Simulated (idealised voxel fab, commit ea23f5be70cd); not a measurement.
process module | voxel spacer lines
cross-section cut | 250 nm wide | cells 5 nm
A cross-section is a grid of square cells, given in bands from the top down. A band is one or more rows of cells.
Each band's line starts with the height of the band's top and of its bottom, in nm. Then come its materials from left to right, each with its width in nm. One material with "throughout" fills the band from edge to edge. "air" is empty space.
Height 0 is the level under which the wafer as received is all one material. The lowest band goes on downwards, as in "0 down".
A width such as "30 to 40" changes by the same amount from each row of cells to the next, from the band's top row to its bottom row.
"no change" after a step means that no cell of the cross-section changed.
closed voids: empty space of 8 cells or more with no open way to the top, each as width x height at its distance from the left edge, in nm
after a step's settings: what the simulator itself notes on the step
overlay nm, on a step with a mask: how far to the right of its planned place the mask lay; to the left if negative
plan
1 op RECEIVE | material Si
2 op CONFORMAL_DEP | material SiO2 | thk nm 10
3 op DIRECTIONAL_DEP | material TiN | thk nm 15
4 op DIRECTIONAL_DEP | material aC | thk nm 30
5 op PATTERN | tone cover | mask id MANDREL | material resist | width nm 25 | pitch nm 80 | thk nm 35 | overlay nm 0
6 op DIRECTIONAL_ETCH | etch materials aC | depth nm 30
7 op STRIP | etch materials resist
8 op CONFORMAL_DEP | material SiN | thk nm 15
9 op DIRECTIONAL_ETCH | etch materials SiN | depth nm 15
10 op STRIP | etch materials aC
11 op DIRECTIONAL_ETCH | etch materials TiN | depth nm 15
12 op STRIP | etch materials SiN
first wafer, as planned
as received, after step 1
  0 down: Si throughout
  closed voids: none
after step 2
  10 to 0: SiO2 throughout
  below 0: unchanged
after step 3
  25 to 10: TiN throughout
  below 10: unchanged
after step 4
  55 to 25: aC throughout
  below 25: unchanged
after step 5
  90 to 55: air 70 | resist 25 | air 55 | resist 25 | air 75
  below 55: unchanged
after step 6
  60 to 55: air 70 | resist 25 | air 55 | resist 25 | air 75
  55 to 25: air 70 | aC 25 | air 55 | aC 25 | air 75
  below 25: unchanged
after step 7
  55 to 25: air 70 | aC 25 | air 55 | aC 25 | air 75
  below 25: unchanged
after step 8
  70 to 55: air 55 | SiN 55 | air 25 | SiN 55 | air 60
  55 to 40: air 55 | SiN 15 | aC 25 | SiN 15 | air 25 | SiN 15 | aC 25 | SiN 15 | air 60
  40 to 25: SiN 70 | aC 25 | SiN 55 | aC 25 | SiN 75
  below 25: unchanged
after step 9
  55 to 25: air 55 | SiN 15 | aC 25 | SiN 15 | air 25 | SiN 15 | aC 25 | SiN 15 | air 60
  below 25: unchanged
after step 10
  55 to 25: air 55 | SiN 15 | air 25 | SiN 15 | air 25 | SiN 15 | air 25 | SiN 15 | air 60
  below 25: unchanged
after step 11
  55 to 25: air 55 | SiN 15 | air 25 | SiN 15 | air 25 | SiN 15 | air 25 | SiN 15 | air 60
  25 to 10: air 55 | TiN 15 | air 25 | TiN 15 | air 25 | TiN 15 | air 25 | TiN 15 | air 60
  below 10: unchanged
after step 12
  25 to 10: air 55 | TiN 15 | air 25 | TiN 15 | air 25 | TiN 15 | air 25 | TiN 15 | air 60
  below 10: unchanged
second wafer: like start, like plan, one mistake. Through step 7 it matches the first wafer
when step 8 should have ended
  70 to 55: air 55 | SiO2 55 | air 25 | SiO2 55 | air 60
  55 to 40: air 55 | SiO2 15 | aC 25 | SiO2 15 | air 25 | SiO2 15 | aC 25 | SiO2 15 | air 60
  40 to 25: SiO2 70 | aC 25 | SiO2 55 | aC 25 | SiO2 75
  below 25: unchanged
when step 9 should have ended: no change
when step 10 should have ended: no change
when step 11 should have ended: no change
when step 12 should have ended: no change
what went wrong: step 8 ran as: op CONFORMAL_DEP | material SiO2 | thk nm 15
at the end the second wafer has, in cells: 222 more of SiO2 | 114 more of TiN | 60 more of aC
